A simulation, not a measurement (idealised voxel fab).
process module | voxel transistor to metal
cross-section cut | 150 nm wide | cells 5 nm
A cross-section is a grid of square cells, given in bands from the top down. A band is one or more rows of cells.
Each band's line starts with the height of the band's top and of its bottom, in nm. Then come its materials from left to right, each with its width in nm. One material with "throughout" fills the band from edge to edge. "air" is empty space.
Height 0 is the level under which the wafer as received is all one material. The lowest band goes on downwards, as in "0 down".
A width such as "30 to 40" changes by the same amount from each row of cells to the next, from the band's top row to its bottom row.
"no change" after a step means that no cell of the cross-section changed.
closed voids: empty space of 8 cells or more with no open way to the top, each as width x height at its distance from the left edge, in nm
after a step's settings: what the simulator itself notes on the step
overlay nm, on a step with a mask: how far to the right of its planned place the mask lay; to the left if negative
plan
1 op RECEIVE | material Si
2 op OXIDIZE | depth nm 5
3 op CONFORMAL_DEP | material SiN | thk nm 10
4 op PATTERN | tone cover | mask id ACTIVE | material resist | width nm 95 | thk nm 20 | overlay nm 0
5 op DIRECTIONAL_ETCH | etch materials SiN | depth nm 10
6 op DIRECTIONAL_ETCH | etch materials SiO2 | depth nm 5
7 op DIRECTIONAL_ETCH | etch materials Si | depth nm 35
8 op STRIP | etch materials resist
9 op FILL_DEP | material SiO2 | thk nm 5
10 op CMP | height nm 10
11 op SELECTIVE_ETCH | etch materials SiO2 | depth nm 10
12 op STRIP | etch materials SiN
13 op SELECTIVE_ETCH | etch materials SiO2 | depth nm 5
14 op OXIDIZE | depth nm 5
15 op DIRECTIONAL_DEP | material polySi | thk nm 30
16 op DIRECTIONAL_DEP | material SiCN | thk nm 10
17 op MASKED_ETCH | tone cover | mask id GATE | width nm 25 | etch materials SiCN | depth nm 20 | overlay nm 0
18 op MASKED_ETCH | tone cover | mask id GATE | width nm 15 | etch materials polySi | depth nm 40 | overlay nm 0
19 op CONFORMAL_DEP | material SiO2 | thk nm 5
20 op DIRECTIONAL_ETCH | etch materials SiO2 | depth nm 5
21 op CONFORMAL_DEP | material SiN | thk nm 5
22 op DIRECTIONAL_ETCH | etch materials SiN | depth nm 5
23 op DIRECTIONAL_ETCH | etch materials SiO2 | depth nm 5
24 op DIRECTIONAL_ETCH | etch materials Si | depth nm 5
25 op EPI | material SiGe | thk nm 10
26 op FILL_DEP | material SiO2 | thk nm 10
27 op CMP | height nm 25
28 op STRIP | etch materials polySi
29 op SELECTIVE_ETCH | etch materials SiO2 | depth nm 5
30 op CONFORMAL_DEP | material HfO2 | thk nm 5
31 op CONFORMAL_DEP | material TiN | thk nm 5
32 op FILL_DEP | material W | thk nm 10
33 op CMP | height nm 20
34 op DIRECTIONAL_DEP | material SiO2 | thk nm 15
35 op MASKED_ETCH | tone open | mask id CONTACT | width nm 15 | pitch nm 70 | etch materials SiO2 | depth nm 40 | overlay nm 0
36 op CONFORMAL_DEP | material TiN | thk nm 5
37 op FILL_DEP | material Ru | thk nm 10
38 op CMP | height nm 35
39 op CONFORMAL_DEP | material SiCN | thk nm 5
40 op DIRECTIONAL_DEP | material SiO2 | thk nm 20
41 op PATTERN | tone open | mask id METAL_1 | material resist | width nm 15 | pitch nm 70 | thk nm 15 | overlay nm 0
42 op DIRECTIONAL_ETCH | etch materials SiO2 | depth nm 20
43 op DIRECTIONAL_ETCH | etch materials SiCN | depth nm 5
44 op STRIP | etch materials resist
45 op CONFORMAL_DEP | material TiN | thk nm 5
46 op FILL_DEP | material Cu | thk nm 10
47 op CMP | height nm 60
48 op CONFORMAL_DEP | material SiN | thk nm 5
varied across the wafers: width nm of step 18. The plan shows the first wafer's value. All wafers start alike
first wafer as received, after step 1
  0 down: Si throughout
  closed voids: none
first wafer at the end, after step 48
  65 to 60: SiN throughout
  60 to 40: SiO2 30 | TiN 5 | Cu 5 | TiN 5 | SiO2 55 | TiN 5 | Cu 5 | TiN 5 | SiO2 35
  40 to 35: SiCN 30 | TiN 15 | SiCN 55 | TiN 15 | SiCN 35
  35 to 20: SiO2 30 | TiN 5 | Ru 5 | TiN 5 | SiO2 55 | TiN 5 | Ru 5 | TiN 5 | SiO2 35
  20 to 5: SiO2 30 | TiN 5 | Ru 5 | TiN 5 | SiO2 5 | SiN 5 | HfO2 5 | TiN 5 | W 15 | TiN 5 | HfO2 5 | SiN 5 | SiO2 5 | TiN 5 | Ru 5 | TiN 5 | SiO2 35
  5 to 0: SiO2 30 | TiN 15 | SiO2 5 | SiN 5 | HfO2 5 | TiN 5 | W 15 | TiN 5 | HfO2 5 | SiN 5 | SiO2 5 | TiN 15 | SiO2 35
  0 to -5: SiO2 30 | TiN 10 | SiGe 10 | SiN 5 | HfO2 5 | TiN 25 | HfO2 5 | SiN 5 | SiGe 10 | TiN 10 | SiO2 35
  -5 to -10: SiO2 20 | SiGe 30 | SiO2 5 | HfO2 35 | SiO2 5 | SiGe 30 | SiO2 25
  -10 to -15: SiO2 25 | SiGe 25 | Si 45 | SiGe 25 | SiO2 30
  -15 to -40: SiO2 25 | Si 95 | SiO2 30
  -40 down: Si throughout
  closed voids: none
last wafer at the end
  65 to 60: SiN throughout
  60 to 40: SiO2 30 | TiN 5 | Cu 5 | TiN 5 | SiO2 55 | TiN 5 | Cu 5 | TiN 5 | SiO2 35
  40 to 35: SiCN 30 | TiN 15 | SiCN 55 | TiN 15 | SiCN 35
  35 to 20: SiO2 30 | TiN 5 | Ru 5 | TiN 5 | SiO2 55 | TiN 5 | Ru 5 | TiN 5 | SiO2 35
  20 to 5: SiO2 30 | TiN 5 | Ru 5 | TiN 5 | SiN 5 | HfO2 5 | TiN 5 | W 25 | TiN 5 | HfO2 5 | SiN 5 | TiN 5 | Ru 5 | TiN 5 | SiO2 35
  5 to 0: SiO2 30 | TiN 15 | SiN 5 | HfO2 5 | TiN 5 | W 25 | TiN 5 | HfO2 5 | SiN 5 | TiN 15 | SiO2 35
  0 to -5: SiO2 30 | TiN 5 | SiGe 10 | SiN 5 | HfO2 5 | TiN 35 | HfO2 5 | SiN 5 | SiGe 10 | TiN 5 | SiO2 35
  -5 to -10: SiO2 20 | SiGe 25 | SiO2 5 | HfO2 45 | SiO2 5 | SiGe 25 | SiO2 25
  -10 to -15: SiO2 25 | SiGe 20 | Si 55 | SiGe 20 | SiO2 30
  -15 to -40: SiO2 25 | Si 95 | SiO2 30
  -40 down: Si throughout
  closed voids: none
each wafer at the end: cells of each material gained (+) or lost (-) since it was received, then its closed voids
width nm 15 | +8 Cu | +17 HfO2 | +12 Ru | -136 Si | +24 SiCN | +26 SiGe | +40 SiN | +318 SiO2 | +69 TiN | +12 W | closed voids: none
width nm 20 | +8 Cu | +17 HfO2 | +12 Ru | -136 Si | +24 SiCN | +26 SiGe | +40 SiN | +318 SiO2 | +69 TiN | +12 W | closed voids: none
width nm 25 | +8 Cu | +17 HfO2 | +12 Ru | -136 Si | +24 SiCN | +26 SiGe | +40 SiN | +318 SiO2 | +69 TiN | +12 W | closed voids: none
width nm 30 | +8 Cu | +18 HfO2 | +12 Ru | -135 Si | +24 SiCN | +24 SiGe | +40 SiN | +314 SiO2 | +69 TiN | +16 W | closed voids: none
width nm 35 | +8 Cu | +19 HfO2 | +12 Ru | -134 Si | +24 SiCN | +22 SiGe | +40 SiN | +310 SiO2 | +69 TiN | +20 W | closed voids: none
